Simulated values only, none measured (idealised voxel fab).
process module | voxel wiring stack
cross-section cut | 265 nm wide | cells 5 nm
A cross-section is a grid of square cells, given in bands from the top down. A band is one or more rows of cells.
Each band's line starts with the height of the band's top and of its bottom, in nm. Then come its materials from left to right, each with its width in nm. One material with "throughout" fills the band from edge to edge. "air" is empty space.
Height 0 is the level under which the wafer as received is all one material. The lowest band goes on downwards, as in "0 down".
A width such as "30 to 40" changes by the same amount from each row of cells to the next, from the band's top row to its bottom row.
"no change" after a step means that no cell of the cross-section changed.
closed voids: empty space of 8 cells or more with no open way to the top, each as width x height at its distance from the left edge, in nm
after a step's settings: what the simulator itself notes on the step
overlay nm, on a step with a mask: how far to the right of its planned place the mask lay; to the left if negative
Each pair below shows a cross-section before one step and the cross-section after it, down to the lowest band that changed. The line under each pair gives the step between them, with its settings. The pairs can come from different runs of this module on the same starting wafer, so a pair continues from the pair above only where its "before" says so.
before
  0 down: Si throughout
  closed voids: none
after
  10 to 0: SiO2 throughout
  below 0: unchanged
  closed voids: none
the step between: op CONFORMAL_DEP | material SiO2 | thk nm 10
before: the cross-section after the pair above
after
  15 to 10: SiN throughout
  below 10: unchanged
  closed voids: none
the step between: op CONFORMAL_DEP | material SiN | thk nm 5
before: the cross-section after the pair above
after
  40 to 15: lowk throughout
  below 15: unchanged
  closed voids: none
the step between: op DIRECTIONAL_DEP | material lowk | thk nm 25
before: the cross-section after the pair above
after
  40 to 15: lowk 100 | air 20 | lowk 20 | air 20 | lowk 105
  below 15: unchanged
  closed voids: none
the step between: op MASKED_ETCH | tone open | mask id METAL_1 | width nm 20 | pitch nm 40 | etch materials lowk | depth nm 25 | overlay nm 0
before: the cross-section after the pair above
after
  40 to 15: lowk 100 | air 20 | lowk 20 | air 20 | lowk 105
  15 to 10: SiN 100 | air 20 | SiN 20 | air 20 | SiN 105
  below 10: unchanged
  closed voids: none
the step between: op MASKED_ETCH | tone open | mask id METAL_1 | width nm 20 | pitch nm 40 | etch materials SiN | depth nm 5 | overlay nm 0
before: the cross-section after the pair above
after
  45 to 40: TiN 105 | air 10 | TiN 30 | air 10 | TiN 110
  40 to 15: lowk 100 | TiN 5 | air 10 | TiN 5 | lowk 20 | TiN 5 | air 10 | TiN 5 | lowk 105
  15 to 10: SiN 100 | TiN 20 | SiN 20 | TiN 20 | SiN 105
  below 10: unchanged
  closed voids: none
the step between: op CONFORMAL_DEP | material TiN | thk nm 5
before: the cross-section after the pair above
after
  55 to 45: W throughout
  45 to 40: TiN 105 | W 10 | TiN 30 | W 10 | TiN 110
  40 to 15: lowk 100 | TiN 5 | W 10 | TiN 5 | lowk 20 | TiN 5 | W 10 | TiN 5 | lowk 105
  below 15: unchanged
  closed voids: none
the step between: op FILL_DEP | material W | thk nm 10
before: the cross-section after the pair above
after
  40 to 15: lowk 100 | TiN 5 | W 10 | TiN 5 | lowk 20 | TiN 5 | W 10 | TiN 5 | lowk 105
  below 15: unchanged
  closed voids: none
the step between: op CMP | height nm 40
before: the cross-section after the pair above
after
  45 to 40: SiCN throughout
  below 40: unchanged
  closed voids: none
the step between: op CONFORMAL_DEP | material SiCN | thk nm 5
before: the cross-section after the pair above
after
  65 to 45: lowk throughout
  below 45: unchanged
  closed voids: none
the step between: op DIRECTIONAL_DEP | material lowk | thk nm 20
before: the cross-section after the pair above
after
  85 to 65: resist 100 | air 15 | resist 150
  below 65: unchanged
  closed voids: none
the step between: op PATTERN | tone open | mask id PLUG_1 | material resist | width nm 15 | thk nm 20 | overlay nm 0
before: the cross-section after the pair above
after
  85 to 65: resist 100 | air 15 | resist 150
  65 to 45: lowk 100 | air 15 | lowk 150
  below 45: unchanged
  closed voids: none
the step between: op DIRECTIONAL_ETCH | etch materials lowk | depth nm 20
before: the cross-section after the pair above
after
  85 to 65: resist 100 | air 15 | resist 150
  65 to 45: lowk 100 | air 15 | lowk 150
  45 to 40: SiCN 100 | air 15 | SiCN 150
  below 40: unchanged
  closed voids: none
the step between: op DIRECTIONAL_ETCH | etch materials SiCN | depth nm 5
before: the cross-section after the pair above
after
  65 to 45: lowk 100 | air 15 | lowk 150
  below 45: unchanged
  closed voids: none
the step between: op STRIP | etch materials resist
before: the cross-section after the pair above
after
  65 to 50: lowk 100 | air 15 | lowk 150
  50 to 45: lowk 100 | Ru 15 | lowk 150
  45 to 40: SiCN 100 | Ru 15 | SiCN 150
  below 40: unchanged
  closed voids: none
the step between: op EPI | material Ru | thk nm 10
before: the cross-section after the pair above
after
  65 to 60: lowk 100 | air 15 | lowk 150
  60 to 45: lowk 100 | Ru 15 | lowk 150
  below 45: unchanged
  closed voids: none
the step between: op EPI | material Ru | thk nm 10
before: the cross-section after the pair above
after
  65 to 45: lowk 100 | Ru 15 | lowk 150
  below 45: unchanged
  closed voids: none
the step between: op EPI | material Ru | thk nm 5
before: the cross-section after the pair above
after
  70 to 65: TiN throughout
  below 65: unchanged
  closed voids: none
the step between: op DIRECTIONAL_DEP | material TiN | thk nm 5
before: the cross-section after the pair above
after
  85 to 70: Ru throughout
  below 70: unchanged
  closed voids: none
the step between: op DIRECTIONAL_DEP | material Ru | thk nm 15
before: the cross-section after the pair above
after
  100 to 85: air 100 | resist 20 | air 20 | resist 20 | air 105
  below 85: unchanged
  closed voids: none
the step between: op PATTERN | tone cover | mask id METAL_2 | material resist | width nm 20 | pitch nm 40 | thk nm 15 | overlay nm 0
before: the cross-section after the pair above
after
  100 to 85: air 100 | resist 20 | air 20 | resist 20 | air 105
  85 to 70: air 100 | Ru 20 | air 20 | Ru 20 | air 105
  below 70: unchanged
  closed voids: none
the step between: op DIRECTIONAL_ETCH | etch materials Ru | depth nm 15
before: the cross-section after the pair above
after
  100 to 85: air 100 | resist 20 | air 20 | resist 20 | air 105
  85 to 70: air 100 | Ru 20 | air 20 | Ru 20 | air 105
  70 to 65: air 100 | TiN 20 | air 20 | TiN 20 | air 105
  below 65: unchanged
  closed voids: none
the step between: op DIRECTIONAL_ETCH | etch materials TiN | depth nm 5
before: the cross-section after the pair above
after
  85 to 70: air 100 | Ru 20 | air 20 | Ru 20 | air 105
  below 70: unchanged
  closed voids: none
the step between: op STRIP | etch materials resist
before: the cross-section after the pair above
after
  90 to 85: air 95 | SiN 30 | air 10 | SiN 30 | air 100
  85 to 70: air 95 | SiN 5 | Ru 20 | SiN 5 | air 10 | SiN 5 | Ru 20 | SiN 5 | air 100
  70 to 65: SiN 100 | TiN 20 | SiN 20 | TiN 20 | SiN 105
  below 65: unchanged
  closed voids: none
the step between: op CONFORMAL_DEP | material SiN | thk nm 5
before: the cross-section after the pair above
after
  100 to 90: SiO2 throughout
  90 to 85: SiO2 95 | SiN 30 | SiO2 10 | SiN 30 | SiO2 100
  85 to 70: SiO2 95 | SiN 5 | Ru 20 | SiN 5 | SiO2 10 | SiN 5 | Ru 20 | SiN 5 | SiO2 100
  below 70: unchanged
  closed voids: none
the step between: op FILL_DEP | material SiO2 | thk nm 10
before: the cross-section after the pair above
after
  85 to 70: SiO2 95 | SiN 5 | Ru 20 | SiN 5 | SiO2 10 | SiN 5 | Ru 20 | SiN 5 | SiO2 100
  below 70: unchanged
  closed voids: none
the step between: op CMP | height nm 85
before: the cross-section after the pair above
after
  90 to 85: SiCN throughout
  below 85: unchanged
  closed voids: none
the step between: op CONFORMAL_DEP | material SiCN | thk nm 5
before: the cross-section after the pair above
after
  105 to 90: lowk throughout
  below 90: unchanged
  closed voids: none
the step between: op DIRECTIONAL_DEP | material lowk | thk nm 15
before: the cross-section after the pair above
after
  120 to 105: resist 100 | air 15 | resist 25 | air 15 | resist 110
  below 105: unchanged
  closed voids: none
the step between: op PATTERN | tone open | mask id PLUG_2 | material resist | width nm 15 | pitch nm 40 | thk nm 15 | overlay nm 0
before: the cross-section after the pair above
after
  120 to 105: resist 100 | air 15 | resist 25 | air 15 | resist 110
  105 to 90: lowk 100 | air 15 | lowk 25 | air 15 | lowk 110
  below 90: unchanged
  closed voids: none
the step between: op DIRECTIONAL_ETCH | etch materials lowk | depth nm 15
before: the cross-section after the pair above
after
  120 to 105: resist 100 | air 15 | resist 25 | air 15 | resist 110
  105 to 90: lowk 100 | air 15 | lowk 25 | air 15 | lowk 110
  90 to 85: SiCN 100 | air 15 | SiCN 25 | air 15 | SiCN 110
  below 85: unchanged
  closed voids: none
the step between: op DIRECTIONAL_ETCH | etch materials SiCN | depth nm 5
before: the cross-section after the pair above
after
  105 to 90: lowk 100 | air 15 | lowk 25 | air 15 | lowk 110
  below 90: unchanged
  closed voids: none
the step between: op STRIP | etch materials resist
before: the cross-section after the pair above
after
  105 to 95: lowk 100 | air 15 | lowk 25 | air 15 | lowk 110
  95 to 90: lowk 100 | Ru 15 | lowk 25 | Ru 15 | lowk 110
  90 to 85: SiCN 100 | Ru 15 | SiCN 25 | Ru 15 | SiCN 110
  below 85: unchanged
  closed voids: none
the step between: op EPI | material Ru | thk nm 10
before: the cross-section after the pair above
after
  105 to 90: lowk 100 | Ru 15 | lowk 25 | Ru 15 | lowk 110
  below 90: unchanged
  closed voids: none
the step between: op EPI | material Ru | thk nm 10
before: the cross-section after the pair above
after
  110 to 105: TiN throughout
  below 105: unchanged
  closed voids: none
the step between: op DIRECTIONAL_DEP | material TiN | thk nm 5
before: the cross-section after the pair above
after
  135 to 110: W throughout
  below 110: unchanged
  closed voids: none
the step between: op DIRECTIONAL_DEP | material W | thk nm 25
before: the cross-section after the pair above
after
  145 to 135: aC throughout
  below 135: unchanged
  closed voids: none
the step between: op DIRECTIONAL_DEP | material aC | thk nm 10
before: the cross-section after the pair above
after
  175 to 145: air 100 | resist 20 | air 20 | resist 20 | air 105
  below 145: unchanged
  closed voids: none
the step between: op PATTERN | tone cover | mask id METAL_3 | material resist | width nm 20 | pitch nm 40 | thk nm 30 | overlay nm 0
before: the cross-section after the pair above
after
  165 to 145: air 100 | resist 20 | air 20 | resist 20 | air 105
  145 to 135: air 100 | aC 20 | air 20 | aC 20 | air 105
  below 135: unchanged
  closed voids: none
the step between: op DIRECTIONAL_ETCH | etch materials aC | depth nm 10
before: the cross-section after the pair above
after
  145 to 135: air 100 | aC 20 | air 20 | aC 20 | air 105
  below 135: unchanged
  closed voids: none
the step between: op STRIP | etch materials resist
before: the cross-section after the pair above
after
  145 to 135: air 100 | aC 20 | air 20 | aC 20 | air 105
  135 to 110: air 100 | W 20 | air 20 | W 20 | air 105
  below 110: unchanged
  closed voids: none
the step between: op DIRECTIONAL_ETCH | etch materials W | depth nm 25
before: the cross-section after the pair above
after
  145 to 135: air 100 | aC 20 | air 20 | aC 20 | air 105
  135 to 110: air 100 | W 20 | air 20 | W 20 | air 105
  110 to 105: air 100 | TiN 20 | air 20 | TiN 20 | air 105
  below 105: unchanged
  closed voids: none
the step between: op DIRECTIONAL_ETCH | etch materials TiN | depth nm 5
before: the cross-section after the pair above
after
  135 to 110: air 100 | W 20 | air 20 | W 20 | air 105
  below 110: unchanged
  closed voids: none
the step between: op STRIP | etch materials aC
before: the cross-section after the pair above
after
  145 to 135: SiO2 throughout
  135 to 110: SiO2 100 | W 20 | SiO2 20 | W 20 | SiO2 105
  110 to 105: SiO2 100 | TiN 20 | SiO2 20 | TiN 20 | SiO2 105
  below 105: unchanged
  closed voids: none
the step between: op FILL_DEP | material SiO2 | thk nm 10
before: the cross-section after the pair above
after
  135 to 110: SiO2 100 | W 20 | SiO2 20 | W 20 | SiO2 105
  below 110: unchanged
  closed voids: none
the step between: op CMP | height nm 135
before: the cross-section after the pair above
after
  140 to 135: SiCN throughout
  below 135: unchanged
  closed voids: none
the step between: op CONFORMAL_DEP | material SiCN | thk nm 5
before
  65 to 50: lowk 100 | air 15 | lowk 150
  50 to 45: lowk 100 | Ru 15 | lowk 150
  45 to 40: SiCN 100 | Ru 15 | SiCN 150
  40 to 15: lowk 100 | TiN 5 | W 10 | TiN 5 | lowk 20 | TiN 5 | W 10 | TiN 5 | lowk 105
  15 to 10: SiN 100 | TiN 20 | SiN 20 | TiN 20 | SiN 105
  10 to 0: SiO2 throughout
  0 down: Si throughout
  closed voids: none
after
  65 to 55: lowk 100 | air 15 | lowk 150
  55 to 45: lowk 100 | Ru 15 | lowk 150
  below 45: unchanged
  closed voids: none
the step between: op EPI | material Ru | thk nm 5
before: the cross-section after the pair above
after
  70 to 65: TiN 100 | air 15 | TiN 150
  65 to 60: lowk 100 | air 15 | lowk 150
  60 to 55: lowk 100 | TiN 15 | lowk 150
  below 55: unchanged
  closed voids: none
the step between: op DIRECTIONAL_DEP | material TiN | thk nm 5
before: the cross-section after the pair above
after
  85 to 75: Ru 100 | air 15 | Ru 150
  75 to 70: Ru throughout
  70 to 65: TiN 100 | Ru 15 | TiN 150
  65 to 60: lowk 100 | Ru 15 | lowk 150
  below 60: unchanged
  closed voids: none
the step between: op DIRECTIONAL_DEP | material Ru | thk nm 15
before: the cross-section after the pair above
after
  100 to 85: air 100 | resist 20 | air 20 | resist 20 | air 105
  85 to 75: Ru 100 | resist 15 | Ru 150
  below 75: unchanged
  closed voids: none
the step between: op PATTERN | tone cover | mask id METAL_2 | material resist | width nm 20 | pitch nm 40 | thk nm 15 | overlay nm 0
before: the cross-section after the pair above
after
  100 to 85: air 100 | resist 20 | air 20 | resist 20 | air 105
  85 to 75: air 100 | resist 15 | Ru 5 | air 20 | Ru 20 | air 105
  75 to 70: air 100 | Ru 20 | air 20 | Ru 20 | air 105
  below 70: unchanged
  closed voids: none
the step between: op DIRECTIONAL_ETCH | etch materials Ru | depth nm 15
before: the cross-section after the pair above
after
  100 to 85: air 100 | resist 20 | air 20 | resist 20 | air 105
  85 to 75: air 100 | resist 15 | Ru 5 | air 20 | Ru 20 | air 105
  75 to 70: air 100 | Ru 20 | air 20 | Ru 20 | air 105
  70 to 65: air 100 | Ru 15 | TiN 5 | air 20 | TiN 20 | air 105
  below 65: unchanged
  closed voids: none
the step between: op DIRECTIONAL_ETCH | etch materials TiN | depth nm 5
before: the cross-section after the pair above
after
  85 to 75: air 115 | Ru 5 | air 20 | Ru 20 | air 105
  below 75: unchanged
  closed voids: none
the step between: op STRIP | etch materials resist
before: the cross-section after the pair above
after
  90 to 85: air 110 | SiN 15 | air 10 | SiN 30 | air 100
  85 to 75: air 110 to 95 | SiN 5 to 20 | Ru 5 | SiN 5 | air 10 | SiN 5 | Ru 20 | SiN 5 | air 100
  75 to 70: air 95 | SiN 5 | Ru 20 | SiN 5 | air 10 | SiN 5 | Ru 20 | SiN 5 | air 100
  70 to 65: SiN 100 | Ru 15 | TiN 5 | SiN 20 | TiN 20 | SiN 105
  below 65: unchanged
  closed voids: none
the step between: op CONFORMAL_DEP | material SiN | thk nm 5
before: the cross-section after the pair above
after
  100 to 90: SiO2 throughout
  90 to 85: SiO2 110 | SiN 15 | SiO2 10 | SiN 30 | SiO2 100
  85 to 75: SiO2 110 to 95 | SiN 5 to 20 | Ru 5 | SiN 5 | SiO2 10 | SiN 5 | Ru 20 | SiN 5 | SiO2 100
  75 to 70: SiO2 95 | SiN 5 | Ru 20 | SiN 5 | SiO2 10 | SiN 5 | Ru 20 | SiN 5 | SiO2 100
  below 70: unchanged
  closed voids: none
the step between: op FILL_DEP | material SiO2 | thk nm 10
before: the cross-section after the pair above
after
  85 to 75: SiO2 110 to 95 | SiN 5 to 20 | Ru 5 | SiN 5 | SiO2 10 | SiN 5 | Ru 20 | SiN 5 | SiO2 100
  below 75: unchanged
  closed voids: none
the step between: op CMP | height nm 85
before: the cross-section after the pair above
after
  90 to 85: SiCN throughout
  below 85: unchanged
  closed voids: none
the step between: op CONFORMAL_DEP | material SiCN | thk nm 5
before: the cross-section after the pair above
after
  105 to 90: lowk throughout
  below 90: unchanged
  closed voids: none
the step between: op DIRECTIONAL_DEP | material lowk | thk nm 15
before: the cross-section after the pair above
after
  120 to 105: resist 100 | air 15 | resist 25 | air 15 | resist 110
  below 105: unchanged
  closed voids: none
the step between: op PATTERN | tone open | mask id PLUG_2 | material resist | width nm 15 | pitch nm 40 | thk nm 15 | overlay nm 0
before: the cross-section after the pair above
after
  120 to 105: resist 100 | air 15 | resist 25 | air 15 | resist 110
  105 to 90: lowk 100 | air 15 | lowk 25 | air 15 | lowk 110
  below 90: unchanged
  closed voids: none
the step between: op DIRECTIONAL_ETCH | etch materials lowk | depth nm 15
before: the cross-section after the pair above
after
  120 to 105: resist 100 | air 15 | resist 25 | air 15 | resist 110
  105 to 90: lowk 100 | air 15 | lowk 25 | air 15 | lowk 110
  90 to 85: SiCN 100 | air 15 | SiCN 25 | air 15 | SiCN 110
  below 85: unchanged
  closed voids: none
the step between: op DIRECTIONAL_ETCH | etch materials SiCN | depth nm 5
before: the cross-section after the pair above
after
  105 to 90: lowk 100 | air 15 | lowk 25 | air 15 | lowk 110
  below 90: unchanged
  closed voids: none
the step between: op STRIP | etch materials resist
before: the cross-section after the pair above
after
  105 to 95: lowk 100 | air 15 | lowk 25 | air 15 | lowk 110
  95 to 90: lowk 100 | air 15 | lowk 25 | Ru 15 | lowk 110
  90 to 85: SiCN 100 | air 15 | SiCN 25 | Ru 15 | SiCN 110
  below 85: unchanged
  closed voids: none
the step between: op EPI | material Ru | thk nm 10
before: the cross-section after the pair above
after
  105 to 90: lowk 100 | air 15 | lowk 25 | Ru 15 | lowk 110
  below 90: unchanged
  closed voids: none
the step between: op EPI | material Ru | thk nm 10
before: the cross-section after the pair above
after
  110 to 105: TiN 100 | air 15 | TiN 150
  105 to 90: lowk 100 | air 15 | lowk 25 | Ru 15 | lowk 110
  90 to 85: SiCN 100 | TiN 15 | SiCN 25 | Ru 15 | SiCN 110
  below 85: unchanged
  closed voids: none
the step between: op DIRECTIONAL_DEP | material TiN | thk nm 5
before: the cross-section after the pair above
after
  135 to 115: W 100 | air 15 | W 150
  115 to 110: W throughout
  110 to 105: TiN 100 | W 15 | TiN 150
  105 to 90: lowk 100 | W 15 | lowk 25 | Ru 15 | lowk 110
  below 90: unchanged
  closed voids: none
the step between: op DIRECTIONAL_DEP | material W | thk nm 25
before: the cross-section after the pair above
after
  145 to 135: aC 100 | air 15 | aC 150
  135 to 125: W 100 | air 15 | W 150
  125 to 115: W 100 | aC 15 | W 150
  below 115: unchanged
  closed voids: none
the step between: op DIRECTIONAL_DEP | material aC | thk nm 10
before: the cross-section after the pair above
after
  175 to 145: air 100 | resist 20 | air 20 | resist 20 | air 105
  145 to 135: aC 100 | resist 15 | aC 150
  135 to 125: W 100 | resist 15 | W 150
  below 125: unchanged
  closed voids: none
the step between: op PATTERN | tone cover | mask id METAL_3 | material resist | width nm 20 | pitch nm 40 | thk nm 30 | overlay nm 0
before: the cross-section after the pair above
after
  165 to 145: air 100 | resist 20 | air 20 | resist 20 | air 105
  145 to 135: air 100 | resist 15 | aC 5 | air 20 | aC 20 | air 105
  below 135: unchanged
  closed voids: none
the step between: op DIRECTIONAL_ETCH | etch materials aC | depth nm 10
before: the cross-section after the pair above
after
  145 to 135: air 115 | aC 5 | air 20 | aC 20 | air 105
  135 to 125: W 100 | air 15 | W 150
  below 125: unchanged
  closed voids: none
the step between: op STRIP | etch materials resist
before: the cross-section after the pair above
after
  145 to 135: air 115 | aC 5 | air 20 | aC 20 | air 105
  135 to 125: air 115 | W 5 | air 20 | W 20 | air 105
  125 to 115: air 100 | aC 15 | W 5 | air 20 | W 20 | air 105
  115 to 110: air 100 | W 20 | air 20 | W 20 | air 105
  below 110: unchanged
  closed voids: none
the step between: op DIRECTIONAL_ETCH | etch materials W | depth nm 25
before: the cross-section after the pair above
after
  145 to 135: air 115 | aC 5 | air 20 | aC 20 | air 105
  135 to 125: air 115 | W 5 | air 20 | W 20 | air 105
  125 to 115: air 100 | aC 15 | W 5 | air 20 | W 20 | air 105
  115 to 110: air 100 | W 20 | air 20 | W 20 | air 105
  110 to 105: air 100 | W 15 | TiN 5 | air 20 | TiN 20 | air 105
  below 105: unchanged
  closed voids: none
the step between: op DIRECTIONAL_ETCH | etch materials TiN | depth nm 5
before: the cross-section after the pair above
after
  135 to 115: air 115 | W 5 | air 20 | W 20 | air 105
  below 115: unchanged
  closed voids: none
the step between: op STRIP | etch materials aC
before: the cross-section after the pair above
after
  145 to 135: SiO2 throughout
  135 to 115: SiO2 115 | W 5 | SiO2 20 | W 20 | SiO2 105
  115 to 110: SiO2 100 | W 20 | SiO2 20 | W 20 | SiO2 105
  110 to 105: SiO2 100 | W 15 | TiN 5 | SiO2 20 | TiN 20 | SiO2 105
  below 105: unchanged
  closed voids: none
the step between: op FILL_DEP | material SiO2 | thk nm 10
before: the cross-section after the pair above
after
  135 to 115: SiO2 115 | W 5 | SiO2 20 | W 20 | SiO2 105
  below 115: unchanged
  closed voids: none
the step between: op CMP | height nm 135
before: the cross-section after the pair above
after
  140 to 135: SiCN throughout
  below 135: unchanged
  closed voids: none
the step between: op CONFORMAL_DEP | material SiCN | thk nm 5
before
  65 to 60: lowk 100 | air 15 | lowk 150
  60 to 45: lowk 100 | Ru 15 | lowk 150
  45 to 40: SiCN 100 | Ru 15 | SiCN 150
  40 to 15: lowk 100 | TiN 5 | W 10 | TiN 5 | lowk 20 | TiN 5 | W 10 | TiN 5 | lowk 105
  15 to 10: SiN 100 | TiN 20 | SiN 20 | TiN 20 | SiN 105
  10 to 0: SiO2 throughout
  0 down: Si throughout
  closed voids: none
after
  70 to 65: air 95 | Ru 25 | air 145
  65 to 45: lowk 100 | Ru 15 | lowk 150
  below 45: unchanged
  closed voids: none
the step between: op EPI | material Ru | thk nm 10
before: the cross-section after the pair above
after
  75 to 65: air 90 | Ru 35 | air 140
  below 65: unchanged
  closed voids: none
the step between: op EPI | material Ru | thk nm 5
before: the cross-section after the pair above
after
  80 to 75: air 90 | TiN 35 | air 140
  75 to 70: air 90 | Ru 35 | air 140
  70 to 65: TiN 90 | Ru 35 | TiN 140
  below 65: unchanged
  closed voids: none
the step between: op DIRECTIONAL_DEP | material TiN | thk nm 5
before: the cross-section after the pair above
after
  95 to 85: air 90 | Ru 35 | air 140
  85 to 80: Ru throughout
  80 to 75: Ru 90 | TiN 35 | Ru 140
  75 to 70: Ru throughout
  below 70: unchanged
  closed voids: none
the step between: op DIRECTIONAL_DEP | material Ru | thk nm 15
before: the cross-section after the pair above
after
  110 to 95: air 100 | resist 20 | air 20 | resist 20 | air 105
  95 to 85: air 90 | Ru 35 | air 15 | resist 20 | air 105
  below 85: unchanged
  closed voids: none
the step between: op PATTERN | tone cover | mask id METAL_2 | material resist | width nm 20 | pitch nm 40 | thk nm 15 | overlay nm 0
before: the cross-section after the pair above
after
  110 to 95: air 100 | resist 20 | air 20 | resist 20 | air 105
  95 to 85: air 100 | Ru 20 | air 20 | resist 20 | air 105
  85 to 80: air 100 | Ru 20 | air 20 | Ru 20 | air 105
  80 to 75: air 90 | TiN 35 | air 15 | Ru 20 | air 105
  75 to 70: air 90 | Ru 35 | air 15 | Ru 20 | air 105
  below 70: unchanged
  closed voids: none
the step between: op DIRECTIONAL_ETCH | etch materials Ru | depth nm 15
before: the cross-section after the pair above
after
  110 to 95: air 100 | resist 20 | air 20 | resist 20 | air 105
  95 to 85: air 100 | Ru 20 | air 20 | resist 20 | air 105
  85 to 80: air 100 | Ru 20 | air 20 | Ru 20 | air 105
  80 to 75: air 100 | TiN 20 | air 20 | Ru 20 | air 105
  75 to 70: air 90 | Ru 35 | air 15 | Ru 20 | air 105
  70 to 65: air 90 | Ru 35 | air 15 | TiN 20 | air 105
  below 65: unchanged
  closed voids: none
the step between: op DIRECTIONAL_ETCH | etch materials TiN | depth nm 5
before: the cross-section after the pair above
after
  95 to 85: air 100 | Ru 20 | air 145
  below 85: unchanged
  closed voids: none
the step between: op STRIP | etch materials resist
before: the cross-section after the pair above
after
  100 to 95: air 95 | SiN 30 | air 140
  95 to 90: air 95 | SiN 5 | Ru 20 | SiN 5 | air 140
  90 to 85: air 95 | SiN 5 | Ru 20 | SiN 5 | air 10 | SiN 30 | air 100
  85 to 80: air 95 | SiN 5 | Ru 20 | SiN 5 | air 10 | SiN 5 | Ru 20 | SiN 5 | air 100
  80 to 75: air 85 | SiN 15 | TiN 20 | SiN 10 | air 5 | SiN 5 | Ru 20 | SiN 5 | air 100
  75 to 70: air 85 | SiN 5 | Ru 35 | SiN 5 | air 5 | SiN 5 | Ru 20 | SiN 5 | air 100
  70 to 65: SiN 90 | Ru 35 | SiN 15 | TiN 20 | SiN 105
  below 65: unchanged
  closed voids: none
the step between: op CONFORMAL_DEP | material SiN | thk nm 5
before: the cross-section after the pair above
after
  110 to 100: SiO2 throughout
  100 to 95: SiO2 95 | SiN 30 | SiO2 140
  95 to 90: SiO2 95 | SiN 5 | Ru 20 | SiN 5 | SiO2 140
  90 to 85: SiO2 95 | SiN 5 | Ru 20 | SiN 5 | SiO2 10 | SiN 30 | SiO2 100
  85 to 80: SiO2 95 | SiN 5 | Ru 20 | SiN 5 | SiO2 10 | SiN 5 | Ru 20 | SiN 5 | SiO2 100
  80 to 75: SiO2 85 | SiN 15 | TiN 20 | SiN 10 | SiO2 5 | SiN 5 | Ru 20 | SiN 5 | SiO2 100
  75 to 70: SiO2 85 | SiN 5 | Ru 35 | SiN 5 | SiO2 5 | SiN 5 | Ru 20 | SiN 5 | SiO2 100
  below 70: unchanged
  closed voids: none
the step between: op FILL_DEP | material SiO2 | thk nm 10
before: the cross-section after the pair above
after
  85 to 80: SiO2 95 | SiN 5 | Ru 20 | SiN 5 | SiO2 10 | SiN 5 | Ru 20 | SiN 5 | SiO2 100
  below 80: unchanged
  closed voids: none
the step between: op CMP | height nm 85
before: the cross-section after the pair above
after
  90 to 85: SiCN throughout
  below 85: unchanged
  closed voids: none
the step between: op CONFORMAL_DEP | material SiCN | thk nm 5
before: the cross-section after the pair above
after
  105 to 90: lowk throughout
  below 90: unchanged
  closed voids: none
the step between: op DIRECTIONAL_DEP | material lowk | thk nm 15
before: the cross-section after the pair above
after
  120 to 105: resist 100 | air 15 | resist 25 | air 15 | resist 110
  below 105: unchanged
  closed voids: none
the step between: op PATTERN | tone open | mask id PLUG_2 | material resist | width nm 15 | pitch nm 40 | thk nm 15 | overlay nm 0
before: the cross-section after the pair above
after
  120 to 105: resist 100 | air 15 | resist 25 | air 15 | resist 110
  105 to 90: lowk 100 | air 15 | lowk 25 | air 15 | lowk 110
  below 90: unchanged
  closed voids: none
the step between: op DIRECTIONAL_ETCH | etch materials lowk | depth nm 15
before: the cross-section after the pair above
after
  120 to 105: resist 100 | air 15 | resist 25 | air 15 | resist 110
  105 to 90: lowk 100 | air 15 | lowk 25 | air 15 | lowk 110
  90 to 85: SiCN 100 | air 15 | SiCN 25 | air 15 | SiCN 110
  below 85: unchanged
  closed voids: none
the step between: op DIRECTIONAL_ETCH | etch materials SiCN | depth nm 5
before: the cross-section after the pair above
after
  105 to 90: lowk 100 | air 15 | lowk 25 | air 15 | lowk 110
  below 90: unchanged
  closed voids: none
the step between: op STRIP | etch materials resist
before: the cross-section after the pair above
after
  105 to 95: lowk 100 | air 15 | lowk 25 | air 15 | lowk 110
  95 to 90: lowk 100 | Ru 15 | lowk 25 | Ru 15 | lowk 110
  90 to 85: SiCN 100 | Ru 15 | SiCN 25 | Ru 15 | SiCN 110
  below 85: unchanged
  closed voids: none
the step between: op EPI | material Ru | thk nm 10
before: the cross-section after the pair above
after
  105 to 90: lowk 100 | Ru 15 | lowk 25 | Ru 15 | lowk 110
  below 90: unchanged
  closed voids: none
the step between: op EPI | material Ru | thk nm 10
before: the cross-section after the pair above
after
  110 to 105: TiN throughout
  below 105: unchanged
  closed voids: none
the step between: op DIRECTIONAL_DEP | material TiN | thk nm 5
before: the cross-section after the pair above
after
  135 to 110: W throughout
  below 110: unchanged
  closed voids: none
the step between: op DIRECTIONAL_DEP | material W | thk nm 25
before: the cross-section after the pair above
after
  145 to 135: aC throughout
  below 135: unchanged
  closed voids: none
the step between: op DIRECTIONAL_DEP | material aC | thk nm 10
before: the cross-section after the pair above
after
  175 to 145: air 100 | resist 20 | air 20 | resist 20 | air 105
  below 145: unchanged
  closed voids: none
the step between: op PATTERN | tone cover | mask id METAL_3 | material resist | width nm 20 | pitch nm 40 | thk nm 30 | overlay nm 0
before: the cross-section after the pair above
after
  165 to 145: air 100 | resist 20 | air 20 | resist 20 | air 105
  145 to 135: air 100 | aC 20 | air 20 | aC 20 | air 105
  below 135: unchanged
  closed voids: none
the step between: op DIRECTIONAL_ETCH | etch materials aC | depth nm 10
before: the cross-section after the pair above
after
  145 to 135: air 100 | aC 20 | air 20 | aC 20 | air 105
  below 135: unchanged
  closed voids: none
the step between: op STRIP | etch materials resist
before: the cross-section after the pair above
after
  145 to 135: air 100 | aC 20 | air 20 | aC 20 | air 105
  135 to 110: air 100 | W 20 | air 20 | W 20 | air 105
  below 110: unchanged
  closed voids: none
the step between: op DIRECTIONAL_ETCH | etch materials W | depth nm 25
before: the cross-section after the pair above
after
  145 to 135: air 100 | aC 20 | air 20 | aC 20 | air 105
  135 to 110: air 100 | W 20 | air 20 | W 20 | air 105
  110 to 105: air 100 | TiN 20 | air 20 | TiN 20 | air 105
  below 105: unchanged
  closed voids: none
the step between: op DIRECTIONAL_ETCH | etch materials TiN | depth nm 5
before: the cross-section after the pair above
after
  135 to 110: air 100 | W 20 | air 20 | W 20 | air 105
  below 110: unchanged
  closed voids: none
the step between: op STRIP | etch materials aC
before: the cross-section after the pair above
after
  145 to 135: SiO2 throughout
  135 to 110: SiO2 100 | W 20 | SiO2 20 | W 20 | SiO2 105
  110 to 105: SiO2 100 | TiN 20 | SiO2 20 | TiN 20 | SiO2 105
  below 105: unchanged
  closed voids: none
the step between: op FILL_DEP | material SiO2 | thk nm 10
before: the cross-section after the pair above
after
  135 to 110: SiO2 100 | W 20 | SiO2 20 | W 20 | SiO2 105
  below 110: unchanged
  closed voids: none
the step between: op CMP | height nm 135
before: the cross-section after the pair above
after
  140 to 135: SiCN throughout
  below 135: unchanged
  closed voids: none
the step between: op CONFORMAL_DEP | material SiCN | thk nm 5
before
  10 to 0: SiO2 throughout
  0 down: Si throughout
  closed voids: none
after
  35 to 10: lowk throughout
  below 10: unchanged
  closed voids: none
the step between: op DIRECTIONAL_DEP | material lowk | thk nm 25
before: the cross-section after the pair above
after
  40 to 35: SiN throughout
  below 35: unchanged
  closed voids: none
the step between: op CONFORMAL_DEP | material SiN | thk nm 5
